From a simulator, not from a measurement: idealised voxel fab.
You're looking at the process module voxel fin reveal.
Square cells of 5 nm make up the cross-section cut, whose width is 255 nm.
Throughout this document, each cross-section is represented as a grid of square cells and is presented as a sequence of bands enumerated from the top downward, where a band comprises one or more rows of cells.
Basically the band line says how high the top is and how high the bottom is, in nm, and then what's in it from left to right, every material with its width in nm. Empty space shows up as "air", and if a single material carries "everywhere" it runs the full band edge to edge.
Heights are reckoned from 0. Under this level, the received wafer is all of one material. The bottommost band is open-ended downward, for example "0..down".
Top row gets the first number, bottom row gets the second, and each row in between changes by the same step: that is how a band width like "30..40" works.
Key: "nothing got changed" - step with no changed cell in the cross-section.
The entry titled "Catalogued sealed voids" provides the empty spaces that have no open way to the top, restricted to those of 8 cells or more. Each is presented as width x height at distance, the distance being measured from the left edge, with all three in nm.
Heads up: the bit after the settings on a step's line is the simulator's remark on that step.
Among the settings permitted on a step's line is "overlay nm"; applied to a step with a mask, it specifies the extent to which the mask lay to the right of its planned position, whereas a negative figure signifies a position to the left.

### The following list gives the planned process steps
1. op RECEIVE | material Si
2. op CONFORMAL_DEP | material SiN | thk nm 10
3. op PATTERN | tone cover | mask id FINS | material resist | width nm 15 | pitch nm 40 | thk nm 15 | overlay nm 0
4. op DIRECTIONAL_ETCH | etch materials SiN | depth nm 10
5. op DIRECTIONAL_ETCH | etch materials Si | depth nm 35
6. op STRIP | etch materials resist
7. op OXIDIZE | depth nm 5
8. op FILL_DEP | material SiO2 | thk nm 15
9. op CMP | height nm 10
10. op SELECTIVE_ETCH | etch materials SiO2 | depth nm 35
11. op STRIP | etch materials SiN

### Below: the first of two wafers, run as planned

### As received (post step 1): cross-section
	0..down = Si everywhere
	Catalogued sealed voids: none

### Step 2 done - wafer cross-section
	10..0 = SiN everywhere
	Anything lower than 0 is untouched.

### Step 3 done - wafer cross-section
	25..10 = 80 air, then 15 resist, then 25 air, then 15 resist, then 25 air, then 15 resist, then 80 air
	Anything lower than 10 is untouched.

### Step 4 done - wafer cross-section
	25..10 = 80 air, then 15 resist, then 25 air, then 15 resist, then 25 air, then 15 resist, then 80 air
	10..0 = 80 air, then 15 SiN, then 25 air, then 15 SiN, then 25 air, then 15 SiN, then 80 air
	Anything lower than 0 is untouched.

### Step 5 done - wafer cross-section
	25..10 = 80 air, then 15 resist, then 25 air, then 15 resist, then 25 air, then 15 resist, then 80 air
	10..0 = 80 air, then 15 SiN, then 25 air, then 15 SiN, then 25 air, then 15 SiN, then 80 air
	0..-35 = 80 air, then 15 Si, then 25 air, then 15 Si, then 25 air, then 15 Si, then 80 air
	Anything lower than -35 is untouched.

### Step 6 done - wafer cross-section
	10..0 = 80 air, then 15 SiN, then 25 air, then 15 SiN, then 25 air, then 15 SiN, then 80 air
	Anything lower than 0 is untouched.

### Step 7 done - wafer cross-section
	10..0 = 80 air, then 15 SiN, then 25 air, then 15 SiN, then 25 air, then 15 SiN, then 80 air
	0..-35 = 80 air, then 5 SiO2, then 5 Si, then 5 SiO2, then 25 air, then 5 SiO2, then 5 Si, then 5 SiO2, then 25 air, then 5 SiO2, then 5 Si, then 5 SiO2, then 80 air
	-35..-40 = 85 SiO2, then 5 Si, then 35 SiO2, then 5 Si, then 35 SiO2, then 5 Si, then 85 SiO2
	Anything lower than -40 is untouched.

### Step 8 done - wafer cross-section
	25..10 = SiO2 everywhere
	10..0 = 80 SiO2, then 15 SiN, then 25 SiO2, then 15 SiN, then 25 SiO2, then 15 SiN, then 80 SiO2
	0..-40 = 85 SiO2, then 5 Si, then 35 SiO2, then 5 Si, then 35 SiO2, then 5 Si, then 85 SiO2
	Anything lower than -40 is untouched.

### Step 9 done - wafer cross-section
	10..0 = 80 SiO2, then 15 SiN, then 25 SiO2, then 15 SiN, then 25 SiO2, then 15 SiN, then 80 SiO2
	Anything lower than 0 is untouched.

### Step 10 done - wafer cross-section
	10..0 = 80 air, then 15 SiN, then 25 air, then 15 SiN, then 25 air, then 15 SiN, then 80 air
	0..-25 = 85 air, then 5 Si, then 35 air, then 5 Si, then 35 air, then 5 Si, then 85 air
	Anything lower than -25 is untouched.

### Step 11 done - wafer cross-section
	0..-25 = 85 air, then 5 Si, then 35 air, then 5 Si, then 35 air, then 5 Si, then 85 air
	Anything lower than -25 is untouched.

### Wafer two of the pair: same origin, same plan, one error during the run; identical to wafer one up to and including step 2

### The second wafer cut through, at the time step 3 was supposed to be finished
	25..10 = 80 resist, then 15 air, then 25 resist, then 15 air, then 25 resist, then 15 air, then 80 resist
	Anything lower than 10 is untouched.

### The second wafer cut through, at the time step 4 was supposed to be finished
	25..10 = 80 resist, then 15 air, then 25 resist, then 15 air, then 25 resist, then 15 air, then 80 resist
	10..0 = 80 SiN, then 15 air, then 25 SiN, then 15 air, then 25 SiN, then 15 air, then 80 SiN
	Anything lower than 0 is untouched.

### The second wafer cut through, at the time step 5 was supposed to be finished
	25..10 = 80 resist, then 15 air, then 25 resist, then 15 air, then 25 resist, then 15 air, then 80 resist
	10..0 = 80 SiN, then 15 air, then 25 SiN, then 15 air, then 25 SiN, then 15 air, then 80 SiN
	0..-35 = 80 Si, then 15 air, then 25 Si, then 15 air, then 25 Si, then 15 air, then 80 Si
	Anything lower than -35 is untouched.

### The second wafer cut through, at the time step 6 was supposed to be finished
	10..0 = 80 SiN, then 15 air, then 25 SiN, then 15 air, then 25 SiN, then 15 air, then 80 SiN
	Anything lower than 0 is untouched.

### The second wafer cut through, at the time step 7 was supposed to be finished
	10..0 = 80 SiN, then 15 air, then 25 SiN, then 15 air, then 25 SiN, then 15 air, then 80 SiN
	0..-35 = 75 Si, then 5 SiO2, then 15 air, then 5 SiO2, then 15 Si, then 5 SiO2, then 15 air, then 5 SiO2, then 15 Si, then 5 SiO2, then 15 air, then 5 SiO2, then 75 Si
	-35..-40 = 75 Si, then 25 SiO2, then 15 Si, then 25 SiO2, then 15 Si, then 25 SiO2, then 75 Si
	Anything lower than -40 is untouched.

### The second wafer cut through, at the time step 8 was supposed to be finished
	25..10 = SiO2 everywhere
	10..0 = 80 SiN, then 15 SiO2, then 25 SiN, then 15 SiO2, then 25 SiN, then 15 SiO2, then 80 SiN
	0..-40 = 75 Si, then 25 SiO2, then 15 Si, then 25 SiO2, then 15 Si, then 25 SiO2, then 75 Si
	Anything lower than -40 is untouched.

### The second wafer cut through, at the time step 9 was supposed to be finished
	10..0 = 80 SiN, then 15 SiO2, then 25 SiN, then 15 SiO2, then 25 SiN, then 15 SiO2, then 80 SiN
	Anything lower than 0 is untouched.

### The second wafer cut through, at the time step 10 was supposed to be finished
	10..0 = 80 SiN, then 15 air, then 25 SiN, then 15 air, then 25 SiN, then 15 air, then 80 SiN
	0..-25 = 75 Si, then 25 air, then 15 Si, then 25 air, then 15 Si, then 25 air, then 75 Si
	Anything lower than -25 is untouched.

### The second wafer cut through, at the time step 11 was supposed to be finished
	0..-25 = 75 Si, then 25 air, then 15 Si, then 25 air, then 15 Si, then 25 air, then 75 Si
	Anything lower than -25 is untouched.
The plan and the run diverged here: step 3 off recipe, ran as op PATTERN | tone open | mask id FINS | material resist | width nm 15 | pitch nm 40 | thk nm 15 | overlay nm 0
It is noted that, at the conclusion of processing, the second wafer exhibits a higher or lower cell count for certain materials relative to the first: 264 more of Si; 99 fewer of SiO2
